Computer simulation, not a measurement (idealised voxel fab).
Documented hereafter: the process module known as voxel gate over fins.
The width of the displayed cross-section, cut, is 165 nm; its cells are square, with a size of 5 nm.
A cross-section in this document is a grid of square cells, and it is written down as bands, the top band listed before the ones below it; a band is made up of one or more rows of cells.
What a band's entry tells you: where the top is and where the bottom is, as heights in nm, and after that what lies inside, material by material from left to right, each with its width in nm. Empty space is written as the word "air", and a single material marked with the word "everywhere" occupies the band from edge to edge.
The level at which height equals 0 is the one under which the wafer, as it arrives, is entirely one material. No lower edge exists for the bottom band, which continues downward and is notated as in "0..down".
A width given as "30..40" starts at the first number in the band's top row and ends at the second number in its bottom row, shifting by an equal amount at every step from row to row.
"everything unchanged" -> step changed no cross-section cell.
"Completely sealed voids" - sealed voids, min. 8 cells, no opening to top; format: width x height at distance (distance from left edge; nm throughout).
Post-settings text on a step line: simulator's own remark regarding the step.
overlay nm: for a step with a mask, the amount by which the mask lay right of where it was planned; a negative amount means left of it.

Process steps (planned)
1. RECEIVE with material Si
2. CONFORMAL_DEP with material SiN, thk nm 5
3. DIRECTIONAL_DEP with material aC, thk nm 15
4. PATTERN with tone cover, mask id FINS, material resist, width nm 15, pitch nm 40, thk nm 35, overlay nm 0
5. DIRECTIONAL_ETCH with etch materials aC, depth nm 15
6. STRIP with etch materials resist
7. DIRECTIONAL_ETCH with etch materials SiN, depth nm 5
8. DIRECTIONAL_ETCH with etch materials Si, depth nm 35
9. STRIP with etch materials aC
10. FILL_DEP with material SiO2, thk nm 5
11. CMP with height nm 5
12. SELECTIVE_ETCH with etch materials SiO2, depth nm 15
13. STRIP with etch materials SiN
14. CONFORMAL_DEP with material HfO2, thk nm 5
15. CONFORMAL_DEP with material TiN, thk nm 5
16. FILL_DEP with material W, thk nm 15
17. CMP with height nm 20
18. CONFORMAL_DEP with material SiN, thk nm 10

The cross-section here shows the wafer as received, i.e. in its state after step 1
	0..down | Si everywhere
	Completely sealed voids: none

first wafer at the end, as planned
	30..20 | SiN everywhere
	20..10 | W everywhere
	10..5 | 5 W / 35 TiN / 5 W / 35 TiN / 5 W / 35 TiN / 5 W / 35 TiN / 5 W
	5..0 | 5 W / 5 TiN / 25 HfO2 / 5 TiN / 5 W / 5 TiN / 25 HfO2 / 5 TiN / 5 W / 5 TiN / 25 HfO2 / 5 TiN / 5 W / 5 TiN / 25 HfO2 / 5 TiN / 5 W
	0..-5 | 10 TiN / 5 HfO2 / 15 Si / 5 HfO2 / 15 TiN / 5 HfO2 / 15 Si / 5 HfO2 / 15 TiN / 5 HfO2 / 15 Si / 5 HfO2 / 15 TiN / 5 HfO2 / 15 Si / 5 HfO2 / 10 TiN
	-5..-10 | 15 HfO2 / 15 Si / 25 HfO2 / 15 Si / 25 HfO2 / 15 Si / 25 HfO2 / 15 Si / 15 HfO2
	-10..-35 | 15 SiO2 / 15 Si / 25 SiO2 / 15 Si / 25 SiO2 / 15 Si / 25 SiO2 / 15 Si / 15 SiO2
	-35..down | Si everywhere
	Completely sealed voids: none

So this is wafer number two of the two, cut at the end of the module - it started where the first did and had the same plan, we just got one thing wrong running it
	30..20 | SiN everywhere
	20..10 | W everywhere
	10..5 | 5 W / 35 HfO2 / 5 W / 35 HfO2 / 5 W / 35 HfO2 / 5 W / 35 HfO2 / 5 W
	5..0 | 5 W / 5 HfO2 / 25 TiN / 5 HfO2 / 5 W / 5 HfO2 / 25 TiN / 5 HfO2 / 5 W / 5 HfO2 / 25 TiN / 5 HfO2 / 5 W / 5 HfO2 / 25 TiN / 5 HfO2 / 5 W
	0..-5 | 10 HfO2 / 5 TiN / 15 Si / 5 TiN / 15 HfO2 / 5 TiN / 15 Si / 5 TiN / 15 HfO2 / 5 TiN / 15 Si / 5 TiN / 15 HfO2 / 5 TiN / 15 Si / 5 TiN / 10 HfO2
	-5..-10 | 15 TiN / 15 Si / 25 TiN / 15 Si / 25 TiN / 15 Si / 25 TiN / 15 Si / 15 TiN
	-10..-35 | 15 SiO2 / 15 Si / 25 SiO2 / 15 Si / 25 SiO2 / 15 Si / 25 SiO2 / 15 Si / 15 SiO2
	-35..down | Si everywhere
	Completely sealed voids: none
What was the processing mistake? steps 14 and 15 traded places in the executed sequence
Cell counts per material: same on both final wafers. Positions: different.
